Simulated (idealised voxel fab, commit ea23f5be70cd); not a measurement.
Process module under the name voxel capacitor over wiring
Pictured: cross-section cut, 250 nm wide, on a grid of 5 nm square cells.
Cross-section layout: square cells on a grid; listed as bands, top to bottom; a band spans one or more cell rows.
What a band's entry tells you: where the top is and where the bottom is, as heights in nm, and after that what lies inside, material by material from left to right, each with its width in nm. Empty space is written as the word "empty", and a single material marked with the word "full width" occupies the band from edge to edge.
Heights from 0 (as-received wafer is one material below). Bottom band endless downward, as "0 down".
The expression "30->40" gives the width at the extremes of the band, the first number at its top row of cells and the second at its bottom row, with the width changing by equal amounts from each row to the next in between.
Step note "no change" = no cross-section cell changed.
If an empty space has no open way to the top and is at least 8 cells in size, "Catalogued sealed voids" lists it, written width x height at distance, where distance is measured from the left edge and every value is in nm.
It should be noted that, on the line of a given step, the content following the step's settings is a remark produced by the simulator itself with respect to that step.
overlay nm: where the mask lay relative to plan, measured to the right, on steps with a mask; negatives go left.
Set out below are the planned steps of the process:
1: RECEIVE [material Si]
2: CONFORMAL_DEP [material SiO2] [thk nm 10]
3: DIRECTIONAL_DEP [material TiN] [thk nm 5]
4: DIRECTIONAL_DEP [material W] [thk nm 15]
5: DIRECTIONAL_DEP [material aC] [thk nm 15]
6: PATTERN [tone cover] [mask id METAL_1] [material resist] [width nm 20] [pitch nm 70] [thk nm 30] [overlay nm -15]
7: DIRECTIONAL_ETCH [etch materials aC] [depth nm 15]
8: STRIP [etch materials resist]
9: DIRECTIONAL_ETCH [etch materials W] [depth nm 15]
10: DIRECTIONAL_ETCH [etch materials TiN] [depth nm 5]
11: STRIP [etch materials aC]
12: FILL_DEP [material lowk] [thk nm 5]
13: CMP [height nm 30]
14: CONFORMAL_DEP [material SiCN] [thk nm 5]
15: DIRECTIONAL_DEP [material lowk] [thk nm 10]
16: DIRECTIONAL_DEP [material aC] [thk nm 15]
17: PATTERN [tone open] [mask id PLUG_1] [material resist] [width nm 15] [thk nm 35] [overlay nm 0]
18: DIRECTIONAL_ETCH [etch materials aC] [depth nm 15]
19: STRIP [etch materials resist]
20: DIRECTIONAL_ETCH [etch materials lowk] [depth nm 10]
21: DIRECTIONAL_ETCH [etch materials SiCN] [depth nm 5]
22: STRIP [etch materials aC]
23: CONFORMAL_DEP [material TiN] [thk nm 5]
24: FILL_DEP [material Ru] [thk nm 10]
25: CMP [height nm 45]
26: DIRECTIONAL_DEP [material TiN] [thk nm 10]
27: DIRECTIONAL_DEP [material Al2O3] [thk nm 5]
28: DIRECTIONAL_DEP [material TiN] [thk nm 5]
29: PATTERN [tone cover] [mask id UPPER_PLATE] [material resist] [width nm 55] [thk nm 20] [overlay nm 0]
30: DIRECTIONAL_ETCH [etch materials TiN] [depth nm 5]
31: DIRECTIONAL_ETCH [etch materials Al2O3] [depth nm 5]
32: STRIP [etch materials resist]
33: PATTERN [tone cover] [mask id LOWER_PLATE] [material resist] [width nm 65] [thk nm 20] [overlay nm 0]
34: DIRECTIONAL_ETCH [etch materials TiN] [depth nm 10]
35: STRIP [etch materials resist]
36: FILL_DEP [material SiO2] [thk nm 20]
37: CMP [height nm 80]
38: MASKED_ETCH [tone open] [mask id PLUG_2] [width nm 15] [etch materials SiO2] [depth nm 15] [overlay nm 0]
39: CONFORMAL_DEP [material TiN] [thk nm 5]
40: FILL_DEP [material W] [thk nm 5]
41: CMP [height nm 80]
42: CONFORMAL_DEP [material SiCN] [thk nm 5]
Across this set of wafers, the varied parameter is the overlay nm of step 6. Starting conditions are identical for every wafer, and the plan reports the value assigned to the first wafer.
Step 1 complete: as-received cross-section of the first of several wafers:
- 0 down | Si full width
- Catalogued sealed voids: none
End-of-module cross-section, first of several wafers, after last step 42:
- 85 to 80 | SiCN full width
- 80 to 70 | 95 of SiO2  5 of TiN  5 of W  5 of TiN  140 of SiO2
- 70 to 60 | 95->85 of SiO2  15->55 of TiN  140->110 of SiO2
- 60 to 55 | 85 of SiO2  55 of Al2O3  110 of SiO2
- 55 to 45 | 80 of SiO2  65 of TiN  105 of SiO2
- 45 to 35 | 85 of lowk  5 of TiN  5 of Ru  5 of TiN  150 of lowk
- 35 to 30 | 85 of SiCN  15 of TiN  150 of SiCN
- 30 to 15 | 65 of lowk  20 of W  50 of lowk  20 of W  95 of lowk
- 15 to 10 | 65 of lowk  20 of TiN  50 of lowk  20 of TiN  95 of lowk
- 10 to 0 | SiO2 full width
- 0 down | Si full width
- Catalogued sealed voids: none
Cross-section, module end, final of several wafers:
- 85 to 80 | SiCN full width
- 80 to 70 | 95 of SiO2  5 of TiN  5 of W  5 of TiN  140 of SiO2
- 70 to 60 | 95->85 of SiO2  15->55 of TiN  140->110 of SiO2
- 60 to 55 | 85 of SiO2  55 of Al2O3  110 of SiO2
- 55 to 45 | 80 of SiO2  65 of TiN  105 of SiO2
- 45 to 35 | 85 of lowk  5 of TiN  5 of Ru  5 of TiN  150 of lowk
- 35 to 30 | 85 of SiCN  15 of TiN  150 of SiCN
- 30 to 15 | 95 of lowk  20 of W  50 of lowk  20 of W  65 of lowk
- 15 to 10 | 95 of lowk  20 of TiN  50 of lowk  20 of TiN  65 of lowk
- 10 to 0 | SiO2 full width
- 0 down | Si full width
- Catalogued sealed voids: none
Table: wafers, a row each; end-of-module cell change per material since receipt, gain (+), loss (-); then closed voids:
overlay nm -15 | +11 Al2O3 | +2 Ru | +97 SiCN | +393 SiO2 | +59 TiN | +26 W | +262 lowk | Catalogued sealed voids: none
overlay nm -10 | +11 Al2O3 | +2 Ru | +97 SiCN | +393 SiO2 | +59 TiN | +26 W | +262 lowk | Catalogued sealed voids: none
overlay nm -5 | +11 Al2O3 | +2 Ru | +97 SiCN | +393 SiO2 | +59 TiN | +26 W | +262 lowk | Catalogued sealed voids: none
overlay nm 0 | +11 Al2O3 | +2 Ru | +97 SiCN | +393 SiO2 | +59 TiN | +26 W | +262 lowk | Catalogued sealed voids: none
overlay nm 5 | +11 Al2O3 | +2 Ru | +97 SiCN | +393 SiO2 | +59 TiN | +26 W | +262 lowk | Catalogued sealed voids: none
overlay nm 10 | +11 Al2O3 | +2 Ru | +97 SiCN | +393 SiO2 | +59 TiN | +26 W | +262 lowk | Catalogued sealed voids: none
overlay nm 15 | +11 Al2O3 | +2 Ru | +97 SiCN | +393 SiO2 | +59 TiN | +26 W | +262 lowk | Catalogued sealed voids: none
